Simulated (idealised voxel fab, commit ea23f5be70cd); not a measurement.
Process module name: voxel released beams
270 nm wide, 5 nm square cells: that's cross-section cut.
Format of a cross-section: grid, square cells. Given as bands. Order: top down. Band: one or more rows of cells.
Each band's line starts with the height of the band's top and of its bottom, in nm. Then come its materials from left to right, each with its width in nm. One material with "edge to edge" fills the band from edge to edge. "empty" is empty space.
Height is counted from the level 0, under which the received wafer is composed throughout of one material. The lowest of the bands is not closed at the bottom but continues downward, in the notation "z 0 and below".
Graded width ("30 to 40"): value in top row of band = first number; value in bottom row = second number; row-to-row change constant.
"stayed the same" for a step: no cell of the cross-section changed in that step.
So "Fully enclosed voids" is basically the list of trapped voids: any empty space of 8 cells or more that can't reach the top through an opening. They're written width x height at distance, the distance being from the left edge, and it's all nm.
after a step's settings: what the simulator itself notes on the step
A step's line can hold "overlay nm"; with a mask on that step, the setting says how far right of the planned place the mask lay, while a negative setting says it lay to the left.

So here's the lineup of process steps we planned:
1. RECEIVE with material Si
2. CONFORMAL_DEP with material Al2O3, thk nm 10
3. DIRECTIONAL_DEP with material SiO2, thk nm 15
4. MASKED_ETCH with tone open, mask id ANCHOR, width nm 30, etch materials SiO2, depth nm 15, overlay nm 0
5. CONFORMAL_DEP with material polySi, thk nm 10
6. MASKED_ETCH with tone cover, mask id BEAM, width nm 115, etch materials polySi, depth nm 5, overlay nm 0
7. STRIP with etch materials SiO2
Keep in mind the plan's value for the depth nm of step 6 comes from the first wafer; the wafers don't share that setting, but they do share the same starting point.

As-received state after step 1, first of several wafers, cross-section:
  z 0 and below  Si edge to edge
  Fully enclosed voids: none

End of module: cross-section of the first of several wafers after step 7, the last step:
  z 35 to 30  75 empty | 15 polySi | 10 empty | 90 polySi | 80 empty
  z 30 to 25  90 polySi | 10 empty | 170 polySi
  z 25 to 20  80 SiO2 | 10 polySi | 10 empty | 10 polySi | 160 SiO2
  z 20 to 10  80 SiO2 | 30 polySi | 160 SiO2
  z 10 to 0  Al2O3 edge to edge
  z 0 and below  Si edge to edge
  Fully enclosed voids: none

Last wafer, end of module, cross-section:
  z 35 to 25  75 empty | 15 polySi | 10 empty | 90 polySi | 80 empty
  z 25 to 20  80 empty | 10 polySi | 10 empty | 10 polySi | 160 empty
  z 20 to 10  80 empty | 30 polySi | 160 empty
  z 10 to 0  Al2O3 edge to edge
  z 0 and below  Si edge to edge
  Fully enclosed voids: none

Wafer rows, end of module: cells per material gained (+) or lost (-) since receipt; closed voids last:
depth nm 5, +108 Al2O3, +144 SiO2, +89 polySi, Fully enclosed voids: none
depth nm 10, +108 Al2O3, +58 polySi, Fully enclosed voids: none
depth nm 15, +108 Al2O3, +58 polySi, Fully enclosed voids: none
depth nm 20, +108 Al2O3, +58 polySi, Fully enclosed voids: none
depth nm 25, +108 Al2O3, +58 polySi, Fully enclosed voids: none
